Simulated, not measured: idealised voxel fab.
Proc. module: voxel self aligned vias
The figure presents cross-section cut, which has a width of 145 nm and is divided into square cells with an edge length of 5 nm.
Cross-sections here: square-cell grids, written as top-down lists of bands, a band being one or more rows of cells.
Heads up on the band format: heights come first, top then bottom, in nm. After that it's the materials left to right, each with its width in nm. A single material flagged "everywhere" fills the whole band edge to edge, and "empty" means there's empty space there.
Heads up on the height convention: 0 is the point under which the incoming wafer is all one material, and the lowest band has no bottom, it just keeps going down, like "0 -> down".
The expression "30 to 40" gives the width at the extremes of the band, the first number at its top row of cells and the second at its bottom row, with the width changing by equal amounts from each row to the next in between.
Key: "stayed the same" - step with no changed cell in the cross-section.
Look at "Enclosed empty spaces" for the closed voids: empty spaces with no open path to the top, sized 8 cells or up. Each is width x height at distance, distance from the left edge, all nm.
If you see something after the settings on a step's line, that's the simulator's own remark about that step.
A step's line can hold "overlay nm"; with a mask on that step, the setting says how far right of the planned place the mask lay, while a negative setting says it lay to the left.

Intended process steps
| 1 | RECEIVE with material Si |
| 2 | CONFORMAL_DEP with material SiO2, thk nm 10 |
| 3 | CONFORMAL_DEP with material SiCN, thk nm 5 |
| 4 | DIRECTIONAL_DEP with material SiO2, thk nm 20 |
| 5 | MASKED_ETCH with tone open, mask id LINES, width nm 20, pitch nm 45, etch materials SiO2, depth nm 20, overlay nm 0 |
| 6 | CONFORMAL_DEP with material TiN, thk nm 5 |
| 7 | FILL_DEP with material W, thk nm 5 |
| 8 | CMP with height nm 35 |
| 9 | SELECTIVE_ETCH with etch materials W Ru TiN, depth nm 10 |
| 10 | FILL_DEP with material SiN, thk nm 10 |
| 11 | CMP with height nm 35 |
| 12 | DIRECTIONAL_DEP with material SiO2, thk nm 15 |
| 13 | PATTERN with tone open, mask id VIAS, material resist, width nm 30, thk nm 20, overlay nm 0 |
| 14 | DIRECTIONAL_ETCH with etch materials SiO2, depth nm 15 |
| 15 | DIRECTIONAL_ETCH with etch materials SiN, depth nm 10 |
| 16 | STRIP with etch materials resist |
| 17 | CONFORMAL_DEP with material TiN, thk nm 5 |
| 18 | FILL_DEP with material W, thk nm 5 |
| 19 | CMP with height nm 50 |
| 20 | CONFORMAL_DEP with material SiCN, thk nm 5 |

As-received wafer cross-section (after step 1)
0 -> down: Si everywhere
Enclosed empty spaces: none

Module complete - cross-section of the first of two wafers, run according to plan
55 -> 50: SiCN everywhere
50 -> 40: SiO2=35; TiN=5; W=20; TiN=5; SiO2=80
40 -> 35: SiO2=35; TiN=10; W=10; TiN=10; SiO2=80
35 -> 30: SiO2=40; TiN=5; W=10; TiN=5; SiO2=25; SiN=20; SiO2=40
30 -> 25: SiO2=40; TiN=20; SiO2=25; SiN=20; SiO2=40
25 -> 20: SiO2=40; TiN=5; W=10; TiN=5; SiO2=25; TiN=5; W=10; TiN=5; SiO2=40
20 -> 15: SiO2=40; TiN=20; SiO2=25; TiN=20; SiO2=40
15 -> 10: SiCN everywhere
10 -> 0: SiO2 everywhere
0 -> down: Si everywhere
Enclosed empty spaces: none

Wafer two, end of module, cross-section. Same start, same plan as wafer one. One mistake in the run
55 -> 50: SiCN everywhere
50 -> 40: SiO2=35; TiN=5; SiO2=20; TiN=5; SiO2=80
40 -> 35: SiO2=35; TiN=10; SiO2=10; TiN=10; SiO2=80
35 -> 30: SiO2=40; TiN=5; SiO2=10; TiN=5; SiO2=25; SiN=20; SiO2=40
30 -> 25: SiO2=40; TiN=20; SiO2=25; SiN=20; SiO2=40
25 -> 20: SiO2=40; TiN=5; W=10; TiN=5; SiO2=25; TiN=5; W=10; TiN=5; SiO2=40
20 -> 15: SiO2=40; TiN=20; SiO2=25; TiN=20; SiO2=40
15 -> 10: SiCN everywhere
10 -> 0: SiO2 everywhere
0 -> down: Si everywhere
Enclosed empty spaces: none
Error vs. plan: the process deviated at step 18: the operation and settings actually run there were FILL_DEP with material SiO2, thk nm 5
The closing comparison, in cells, has the second wafer with more or fewer of some materials than the first: 12 more of SiO2; 12 fewer of W
